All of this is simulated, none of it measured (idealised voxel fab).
The name of this process module is voxel double patterning.
Section cut is 295 nm wide and gridded with 5 nm square cells.
Notation: cross-section as square-cell grid; stated in bands, top first, going down; one or more cell rows per band.
First you get the band's top height and its bottom height, in nm, and then the materials it's made of, left to right, with each width in nm. If you see a single material with "throughout", that one covers the band edge to edge. "blank" is empty space.
Convention: height 0 is the level below which the wafer, as received, is all one material. The lowest band does not terminate at the bottom but continues downward, represented as "from 0 down".
A two-number width, for instance "30..40", indicates that the width is equal to the first number in the top row of the band and to the second number in the bottom row, and that it changes by a constant amount per row of cells.
No cell of the cross-section changed in a step that is given as "remains unaltered".
"Fully enclosed voids" means: voids of 8 cells or more that are shut off from the top with no open way through. Written width x height at distance, distance from the left edge, in nm.
What comes after the settings on a step's line is commentary from the simulator itself on that step.
If you see "overlay nm" on a step's line and that step has a mask, it's telling you how far right of where it was planned the mask ended up; a negative number means it went left instead.

### The planned process steps are enumerated hereunder
1,RECEIVE: material Si
2,CONFORMAL_DEP: material SiN, thk nm 10
3,DIRECTIONAL_DEP: material SiO2, thk nm 15
4,DIRECTIONAL_DEP: material SiCN, thk nm 5
5,PATTERN: tone open, mask id FIRST, material resist, width nm 15, pitch nm 50, thk nm 15, overlay nm 0
6,DIRECTIONAL_ETCH: etch materials SiCN, depth nm 5
7,STRIP: etch materials resist
8,DIRECTIONAL_DEP: material aC, thk nm 10
9,PATTERN: tone open, mask id SECOND, material resist, width nm 15, thk nm 30, overlay nm 0
10,DIRECTIONAL_ETCH: etch materials aC, depth nm 10
11,STRIP: etch materials resist
12,DIRECTIONAL_ETCH: etch materials SiCN, depth nm 5
13,STRIP: etch materials aC
14,DIRECTIONAL_ETCH: etch materials SiO2, depth nm 15
15,STRIP: etch materials SiCN

### Concerning the first of two wafers, which was run in accordance with the plan

### Here's what the wafer looked like in cross-section when it arrived - that's after step 1
- from 0 down = Si throughout
- Fully enclosed voids: none

### How the wafer stands in section after step 2
- from 10 to 0 = SiN throughout
- Under the height 0 nothing was changed.

### How the wafer stands in section after step 3
- from 25 to 10 = SiO2 throughout
- Under the height 10 nothing was changed.

### How the wafer stands in section after step 4
- from 30 to 25 = SiCN throughout
- Under the height 25 nothing was changed.

### How the wafer stands in section after step 5
- from 45 to 30 = resist=115; blank=15; resist=35; blank=15; resist=115
- Under the height 30 nothing was changed.

### How the wafer stands in section after step 6
- from 45 to 30 = resist=115; blank=15; resist=35; blank=15; resist=115
- from 30 to 25 = SiCN=115; blank=15; SiCN=35; blank=15; SiCN=115
- Under the height 25 nothing was changed.

### How the wafer stands in section after step 7
- from 30 to 25 = SiCN=115; blank=15; SiCN=35; blank=15; SiCN=115
- Under the height 25 nothing was changed.

### How the wafer stands in section after step 8
- from 40 to 35 = aC=115; blank=15; aC=35; blank=15; aC=115
- from 35 to 30 = aC throughout
- from 30 to 25 = SiCN=115; aC=15; SiCN=35; aC=15; SiCN=115
- Under the height 25 nothing was changed.

### How the wafer stands in section after step 9
- from 70 to 40 = resist=140; blank=15; resist=140
- from 40 to 35 = aC=115; resist=15; aC=35; resist=15; aC=115
- Under the height 35 nothing was changed.

### How the wafer stands in section after step 10
- from 60 to 40 = resist=140; blank=15; resist=140
- from 40 to 35 = aC=115; resist=15; aC=10; blank=15; aC=10; resist=15; aC=115
- from 35 to 30 = aC=140; blank=15; aC=140
- Under the height 30 nothing was changed.

### How the wafer stands in section after step 11
- from 40 to 35 = aC=115; blank=15; aC=10; blank=15; aC=10; blank=15; aC=115
- Under the height 35 nothing was changed.

### How the wafer stands in section after step 12
- from 40 to 35 = aC=115; blank=15; aC=10; blank=15; aC=10; blank=15; aC=115
- from 35 to 30 = aC=140; blank=15; aC=140
- from 30 to 25 = SiCN=115; aC=15; SiCN=10; blank=15; SiCN=10; aC=15; SiCN=115
- Under the height 25 nothing was changed.

### How the wafer stands in section after step 13
- from 30 to 25 = SiCN=115; blank=15; SiCN=10; blank=15; SiCN=10; blank=15; SiCN=115
- Under the height 25 nothing was changed.

### How the wafer stands in section after step 14
- from 30 to 25 = SiCN=115; blank=15; SiCN=10; blank=15; SiCN=10; blank=15; SiCN=115
- from 25 to 10 = SiO2=115; blank=15; SiO2=10; blank=15; SiO2=10; blank=15; SiO2=115
- Under the height 10 nothing was changed.

### How the wafer stands in section after step 15
- from 25 to 10 = SiO2=115; blank=15; SiO2=10; blank=15; SiO2=10; blank=15; SiO2=115
- Under the height 10 nothing was changed.

### Second wafer, same starting state and plan as the first, one mistake in the run, identical through step 1

### Cross-sectional representation of the second wafer at the time designated in the plan for the completion of step 2
- from 15 to 0 = SiO2 throughout
- Under the height 0 nothing was changed.

### Cross-sectional representation of the second wafer at the time designated in the plan for the completion of step 3
- from 25 to 15 = SiN throughout
- Under the height 15 nothing was changed.

### Cross-sectional representation of the second wafer at the time designated in the plan for the completion of step 4
- from 30 to 25 = SiCN throughout
- Under the height 25 nothing was changed.

### Cross-sectional representation of the second wafer at the time designated in the plan for the completion of step 5
- from 45 to 30 = resist=115; blank=15; resist=35; blank=15; resist=115
- Under the height 30 nothing was changed.

### Cross-sectional representation of the second wafer at the time designated in the plan for the completion of step 6
- from 45 to 30 = resist=115; blank=15; resist=35; blank=15; resist=115
- from 30 to 25 = SiCN=115; blank=15; SiCN=35; blank=15; SiCN=115
- Under the height 25 nothing was changed.

### Cross-sectional representation of the second wafer at the time designated in the plan for the completion of step 7
- from 30 to 25 = SiCN=115; blank=15; SiCN=35; blank=15; SiCN=115
- Under the height 25 nothing was changed.

### Cross-sectional representation of the second wafer at the time designated in the plan for the completion of step 8
- from 40 to 35 = aC=115; blank=15; aC=35; blank=15; aC=115
- from 35 to 30 = aC throughout
- from 30 to 25 = SiCN=115; aC=15; SiCN=35; aC=15; SiCN=115
- Under the height 25 nothing was changed.

### Cross-sectional representation of the second wafer at the time designated in the plan for the completion of step 9
- from 70 to 40 = resist=140; blank=15; resist=140
- from 40 to 35 = aC=115; resist=15; aC=35; resist=15; aC=115
- Under the height 35 nothing was changed.

### Cross-sectional representation of the second wafer at the time designated in the plan for the completion of step 10
- from 60 to 40 = resist=140; blank=15; resist=140
- from 40 to 35 = aC=115; resist=15; aC=10; blank=15; aC=10; resist=15; aC=115
- from 35 to 30 = aC=140; blank=15; aC=140
- Under the height 30 nothing was changed.

### Cross-sectional representation of the second wafer at the time designated in the plan for the completion of step 11
- from 40 to 35 = aC=115; blank=15; aC=10; blank=15; aC=10; blank=15; aC=115
- Under the height 35 nothing was changed.

### Cross-sectional representation of the second wafer at the time designated in the plan for the completion of step 12
- from 40 to 35 = aC=115; blank=15; aC=10; blank=15; aC=10; blank=15; aC=115
- from 35 to 30 = aC=140; blank=15; aC=140
- from 30 to 25 = SiCN=115; aC=15; SiCN=10; blank=15; SiCN=10; aC=15; SiCN=115
- Under the height 25 nothing was changed.

### Cross-sectional representation of the second wafer at the time designated in the plan for the completion of step 13
- from 30 to 25 = SiCN=115; blank=15; SiCN=10; blank=15; SiCN=10; blank=15; SiCN=115
- Under the height 25 nothing was changed.

Cross-sectional representation of the second wafer at the time designated in the plan for the completion of step 14: remains unaltered

### Cross-sectional representation of the second wafer at the time designated in the plan for the completion of step 15
- from 25 to 15 = SiN throughout
- Under the height 15 nothing was changed.
What was done differently from what was planned? so 2 and 3 got swapped relative to the plan, each ran where the other was supposed to
At the finish, the second wafer shows more or fewer cells for some materials than the first does: SiO2: 27 more
